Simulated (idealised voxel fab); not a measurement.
A process module follows: voxel wiring stack.
For reference, the cross-section in this document is cut, with width 225 nm and square cells of 5 nm.
Bands, listed from the top down, are how a cross-section gets written in this document; the cross-section itself is a grid of square cells, and a band is one or more rows of them. Look at the band entry: it leads with the top's height and the bottom's height in nm. Then it lists the materials left to right, with a width in nm for each. The word "edge to edge" on a single material says that material fills the band edge to edge. The word "air" is empty space. A quick word on heights: they are counted from 0, and under that level the wafer as it came to us is one material throughout. The lowest band is different from the rest in having no bottom; it simply continues downward, written as in "from 0 down". Note: "30->40" means the width goes from the first number (top row of the band) to the second number (bottom row) in equal steps per row of cells. You'll sometimes find "stayed the same" written for a step, and that's the way of saying that nowhere in the cross-section did a cell change during that step. "Enclosed void entries" enumerates empty spaces isolated from the top, with no open way to it, that contain at least 8 cells, giving each as width x height at distance from the left edge, all three in nm. Text after the settings on a step's line: the simulator's own remark on that step. "overlay nm" denotes, for a step that has a mask, the displacement of the mask to the right of its planned place, with negative values corresponding to the left.

Below is the list of planned process steps:
- 1: RECEIVE (material Si)
- 2: CONFORMAL_DEP (material SiO2; thk nm 15)
- 3: CONFORMAL_DEP (material SiN; thk nm 5)
- 4: DIRECTIONAL_DEP (material lowk; thk nm 20)
- 5: MASKED_ETCH (tone open; mask id METAL_1; width nm 25; pitch nm 55; etch materials lowk; depth nm 20; overlay nm 0)
- 6: MASKED_ETCH (tone open; mask id METAL_1; width nm 25; pitch nm 55; etch materials SiN; depth nm 5; overlay nm -15)
- 7: CONFORMAL_DEP (material TiN; thk nm 5)
- 8: FILL_DEP (material Cu; thk nm 5)
- 9: CMP (height nm 40)
- 10: EPI (material Ru; thk nm 5)
- 11: FILL_DEP (material SiCN; thk nm 5)
- 12: DIRECTIONAL_DEP (material SiO2; thk nm 20)
- 13: MASKED_ETCH (tone open; mask id PLUG_1; width nm 15; etch materials SiO2; depth nm 20; overlay nm 0)
- 14: MASKED_ETCH (tone open; mask id PLUG_1; width nm 15; etch materials SiCN; depth nm 5; overlay nm 0)
- 15: CONFORMAL_DEP (material TiN; thk nm 5)
- 16: FILL_DEP (material Cu; thk nm 5)
- 17: CMP (height nm 70)
- 18: DIRECTIONAL_DEP (material TiN; thk nm 5)
- 19: DIRECTIONAL_DEP (material W; thk nm 25)
- 20: DIRECTIONAL_DEP (material aC; thk nm 10)
- 21: PATTERN (tone cover; mask id METAL_2; material resist; width nm 25; pitch nm 55; thk nm 30; overlay nm 0)
- 22: DIRECTIONAL_ETCH (etch materials aC; depth nm 10)
- 23: STRIP (etch materials resist)
- 24: DIRECTIONAL_ETCH (etch materials W; depth nm 25)
- 25: DIRECTIONAL_ETCH (etch materials TiN; depth nm 5)
- 26: STRIP (etch materials aC)
- 27: FILL_DEP (material lowk; thk nm 5)
- 28: CMP (height nm 100)
- 29: CONFORMAL_DEP (material SiCN; thk nm 5)
- 30: DIRECTIONAL_DEP (material lowk; thk nm 30)
- 31: PATTERN (tone open; mask id METAL_3; material resist; width nm 25; pitch nm 55; thk nm 20; overlay nm 0)
- 32: DIRECTIONAL_ETCH (etch materials lowk; depth nm 15)
- 33: STRIP (etch materials resist)
- 34: MASKED_ETCH (tone open; mask id METAL_3_HOLES; width nm 15; etch materials lowk; depth nm 15; overlay nm 0)
- 35: MASKED_ETCH (tone open; mask id METAL_3_HOLES; width nm 15; etch materials SiCN; depth nm 5; overlay nm 0)
- 36: CONFORMAL_DEP (material TiN; thk nm 5)
- 37: FILL_DEP (material Cu; thk nm 5)
- 38: CMP (height nm 135)
- 39: CONFORMAL_DEP (material SiCN; thk nm 5)
- 40: DIRECTIONAL_DEP (material lowk; thk nm 15)
- 41: MASKED_ETCH (tone open; mask id PLUG_3; width nm 15; pitch nm 55; etch materials lowk; depth nm 15; overlay nm 0)
- 42: MASKED_ETCH (tone open; mask id PLUG_3; width nm 15; pitch nm 55; etch materials SiCN; depth nm 5; overlay nm 0)
- 43: EPI (material Ru; thk nm 10)
- 44: EPI (material Ru; thk nm 10)
- 45: CONFORMAL_DEP (material SiN; thk nm 5)
- 46: DIRECTIONAL_DEP (material SiO2; thk nm 15)
- 47: MASKED_ETCH (tone open; mask id METAL_4; width nm 25; pitch nm 55; etch materials SiO2; depth nm 15; overlay nm 0)
- 48: MASKED_ETCH (tone open; mask id METAL_4; width nm 25; pitch nm 55; etch materials SiN; depth nm 5; overlay nm 0)
- 49: CONFORMAL_DEP (material TiN; thk nm 5)
- 50: FILL_DEP (material Ru; thk nm 5)
- 51: CMP (height nm 175)
- 52: CONFORMAL_DEP (material SiN; thk nm 5)
For clarity, it should be stated that the wafers under discussion commence in an identical condition and differ with respect to the overlay nm of step 6, the plan indicating the value that the first wafer had.

First of several wafers (as received, post step 1), cross-sectional view:
from 0 down: Si edge to edge
Enclosed void entries: none

First of several wafers: cross-section at the end of the module, after step 52, its last step:
from 180 to 175: SiN edge to edge
from 175 to 160: SiO2 70 nm  TiN 5 nm  Ru 15 nm  TiN 5 nm  SiO2 30 nm  TiN 5 nm  Ru 15 nm  TiN 5 nm  SiO2 75 nm
from 160 to 155: SiN 70 nm  TiN 25 nm  SiN 30 nm  TiN 25 nm  SiN 75 nm
from 155 to 140: lowk 70 nm  Ru 15 nm  lowk 40 nm  Ru 15 nm  lowk 85 nm
from 140 to 135: SiCN 70 nm  Ru 15 nm  SiCN 40 nm  Ru 15 nm  SiCN 85 nm
from 135 to 125: lowk 70 nm  TiN 5 nm  Cu 15 nm  TiN 5 nm  lowk 30 nm  TiN 5 nm  Cu 15 nm  TiN 5 nm  lowk 75 nm
from 125 to 120: lowk 70 nm  TiN 5 nm  Cu 5 nm  TiN 15 nm  lowk 30 nm  TiN 25 nm  lowk 75 nm
from 120 to 105: lowk 70 nm  TiN 5 nm  Cu 5 nm  TiN 5 nm  lowk 140 nm
from 105 to 100: SiCN 70 nm  TiN 15 nm  SiCN 140 nm
from 100 to 75: lowk 70 nm  W 25 nm  lowk 30 nm  W 25 nm  lowk 75 nm
from 75 to 70: lowk 70 nm  TiN 25 nm  lowk 30 nm  TiN 25 nm  lowk 75 nm
from 70 to 50: SiO2 70 nm  TiN 5 nm  Cu 5 nm  TiN 5 nm  SiO2 140 nm
from 50 to 45: SiCN 70 nm  TiN 15 nm  SiCN 140 nm
from 45 to 40: SiCN 65 nm  Ru 35 nm  SiCN 20 nm  Ru 35 nm  SiCN 70 nm
from 40 to 25: lowk 70 nm  TiN 5 nm  Cu 15 nm  TiN 5 nm  lowk 30 nm  TiN 5 nm  Cu 15 nm  TiN 5 nm  lowk 75 nm
from 25 to 20: lowk 70 nm  TiN 25 nm  lowk 30 nm  TiN 25 nm  lowk 75 nm
from 20 to 15: SiN 70 nm  TiN 10 nm  SiN 45 nm  TiN 10 nm  SiN 90 nm
from 15 to 0: SiO2 edge to edge
from 0 down: Si edge to edge
Enclosed void entries: none

Here we cross-sectioned the last of the wafers once the module was done:
from 180 to 175: SiN edge to edge
from 175 to 160: SiO2 70 nm  TiN 5 nm  Ru 15 nm  TiN 5 nm  SiO2 30 nm  TiN 5 nm  Ru 15 nm  TiN 5 nm  SiO2 75 nm
from 160 to 155: SiN 70 nm  TiN 25 nm  SiN 30 nm  TiN 25 nm  SiN 75 nm
from 155 to 140: lowk 70 nm  Ru 15 nm  lowk 40 nm  Ru 15 nm  lowk 85 nm
from 140 to 135: SiCN 70 nm  Ru 15 nm  SiCN 40 nm  Ru 15 nm  SiCN 85 nm
from 135 to 125: lowk 70 nm  TiN 5 nm  Cu 15 nm  TiN 5 nm  lowk 30 nm  TiN 5 nm  Cu 15 nm  TiN 5 nm  lowk 75 nm
from 125 to 120: lowk 70 nm  TiN 5 nm  Cu 5 nm  TiN 15 nm  lowk 30 nm  TiN 25 nm  lowk 75 nm
from 120 to 105: lowk 70 nm  TiN 5 nm  Cu 5 nm  TiN 5 nm  lowk 140 nm
from 105 to 100: SiCN 70 nm  TiN 15 nm  SiCN 140 nm
from 100 to 75: lowk 70 nm  W 25 nm  lowk 30 nm  W 25 nm  lowk 75 nm
from 75 to 70: lowk 70 nm  TiN 25 nm  lowk 30 nm  TiN 25 nm  lowk 75 nm
from 70 to 50: SiO2 70 nm  TiN 5 nm  Cu 5 nm  TiN 5 nm  SiO2 140 nm
from 50 to 45: SiCN 70 nm  TiN 15 nm  SiCN 140 nm
from 45 to 40: SiCN 65 nm  Ru 35 nm  SiCN 20 nm  Ru 35 nm  SiCN 70 nm
from 40 to 25: lowk 70 nm  TiN 5 nm  Cu 15 nm  TiN 5 nm  lowk 30 nm  TiN 5 nm  Cu 15 nm  TiN 5 nm  lowk 75 nm
from 25 to 20: lowk 70 nm  TiN 25 nm  lowk 30 nm  TiN 25 nm  lowk 75 nm
from 20 to 15: SiN 85 nm  TiN 10 nm  SiN 45 nm  TiN 10 nm  SiN 75 nm
from 15 to 0: SiO2 edge to edge
from 0 down: Si edge to edge
Enclosed void entries: none

Take any row and you have a wafer at the end of the module: how many cells of each material it has gained (+) or lost (-) since it was received, and then its closed voids:
overlay nm -15 | +38 Cu | +56 Ru | +154 SiCN | +121 SiN | +408 SiO2 | +95 TiN | +50 W | +698 lowk | Enclosed void entries: none
overlay nm -10 | +40 Cu | +56 Ru | +154 SiCN | +119 SiN | +408 SiO2 | +95 TiN | +50 W | +698 lowk | Enclosed void entries: none
overlay nm -5 | +42 Cu | +56 Ru | +154 SiCN | +117 SiN | +408 SiO2 | +95 TiN | +50 W | +698 lowk | Enclosed void entries: none
overlay nm 0 | +44 Cu | +56 Ru | +154 SiCN | +115 SiN | +408 SiO2 | +95 TiN | +50 W | +698 lowk | Enclosed void entries: none
overlay nm 5 | +42 Cu | +56 Ru | +154 SiCN | +117 SiN | +408 SiO2 | +95 TiN | +50 W | +698 lowk | Enclosed void entries: none
overlay nm 10 | +40 Cu | +56 Ru | +154 SiCN | +119 SiN | +408 SiO2 | +95 TiN | +50 W | +698 lowk | Enclosed void entries: none
overlay nm 15 | +38 Cu | +56 Ru | +154 SiCN | +121 SiN | +408 SiO2 | +95 TiN | +50 W | +698 lowk | Enclosed void entries: none
